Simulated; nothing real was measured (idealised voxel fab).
Documented hereafter: the process module known as voxel ribs on slabs.
Square cell edge 5 nm, section width 290 nm, ID cut.
Format of a cross-section: grid, square cells. Given as bands. Order: top down. Band: one or more rows of cells.
Look at the band entry: it leads with the top's height and the bottom's height in nm. Then it lists the materials left to right, with a width in nm for each. The word "edge to edge" on a single material says that material fills the band edge to edge. The word "air" is empty space.
Counting heights begins at 0, where everything beneath is, in the wafer as received, one material. The lowest band has no bottom; it goes on downwards, as "from 0 down" shows.
So if you see something like "30->40" for the width, read it as the top row of the band sitting at the first number and the bottom row at the second, with every row in between moving by the same amount as the last.
"no modification" after a step means that no cell of the cross-section changed.
What "Enclosed void list" gives you is every empty space of 8 cells or more that is cut off from the top. Each appears as width x height at distance, with the distance taken from the left edge and width, height and distance all in nm.
after a step's settings: what the simulator itself notes on the step
On any step carrying a mask, the "overlay nm" setting, if present on the step's line, tells how far right of its planned place the mask lay; negative values point to the left.

The process steps that were planned are listed below
step 1: RECEIVE | material Si
step 2: DIRECTIONAL_DEP | material SiO2 | thk nm 30
step 3: DIRECTIONAL_DEP | material polySi | thk nm 20
step 4: MASKED_ETCH | tone cover | mask id RIB | width nm 15 | etch materials polySi | depth nm 5 | overlay nm 0
step 5: PATTERN | tone cover | mask id SLAB | material resist | width nm 55 | thk nm 15 | overlay nm 0
step 6: DIRECTIONAL_ETCH | etch materials polySi | depth nm 15
step 7: STRIP | etch materials resist
step 8: FILL_DEP | material SiO2 | thk nm 20
step 9: CMP | height nm 60
step 10: DIRECTIONAL_DEP | material W | thk nm 5
step 11: MASKED_ETCH | tone cover | mask id HEATER | width nm 35 | etch materials W | depth nm 5 | overlay nm 0
step 12: CONFORMAL_DEP | material SiN | thk nm 10
The width nm used in step 4 is not the same on every wafer, whereas the starting condition is; the value printed in the plan is the first wafer's.

Cross-section of the first of several received wafers, showing its state after step 1
from 0 down | Si edge to edge
Enclosed void list: none

Cross-section after step 12, the final step of the module, for the first of several wafers
from 75 to 70 | air=115; SiN=55; air=120
from 70 to 65 | SiN edge to edge
from 65 to 60 | SiN=125; W=35; SiN=130
from 60 to 50 | SiO2 edge to edge
from 50 to 45 | SiO2=135; polySi=15; SiO2=140
from 45 to 30 | SiO2=115; polySi=55; SiO2=120
from 30 to 0 | SiO2 edge to edge
from 0 down | Si edge to edge
Enclosed void list: none

Cross-sectional depiction of the last of several wafers upon completion of the module
from 75 to 70 | air=115; SiN=55; air=120
from 70 to 65 | SiN edge to edge
from 65 to 60 | SiN=125; W=35; SiN=130
from 60 to 50 | SiO2 edge to edge
from 50 to 45 | SiO2=125; polySi=40; SiO2=125
from 45 to 30 | SiO2=115; polySi=55; SiO2=120
from 30 to 0 | SiO2 edge to edge
from 0 down | Si edge to edge
Enclosed void list: none

Below, a row for every wafer. Read it as the end-of-module picture: for each material the wafer shows its cells gained (+) or lost (-) since it was received, and then its closed voids
width nm 15 | +120 SiN | +660 SiO2 | +7 W | +36 polySi | Enclosed void list: none
width nm 20 | +120 SiN | +659 SiO2 | +7 W | +37 polySi | Enclosed void list: none
width nm 25 | +120 SiN | +658 SiO2 | +7 W | +38 polySi | Enclosed void list: none
width nm 30 | +120 SiN | +657 SiO2 | +7 W | +39 polySi | Enclosed void list: none
width nm 35 | +120 SiN | +656 SiO2 | +7 W | +40 polySi | Enclosed void list: none
width nm 40 | +120 SiN | +655 SiO2 | +7 W | +41 polySi | Enclosed void list: none
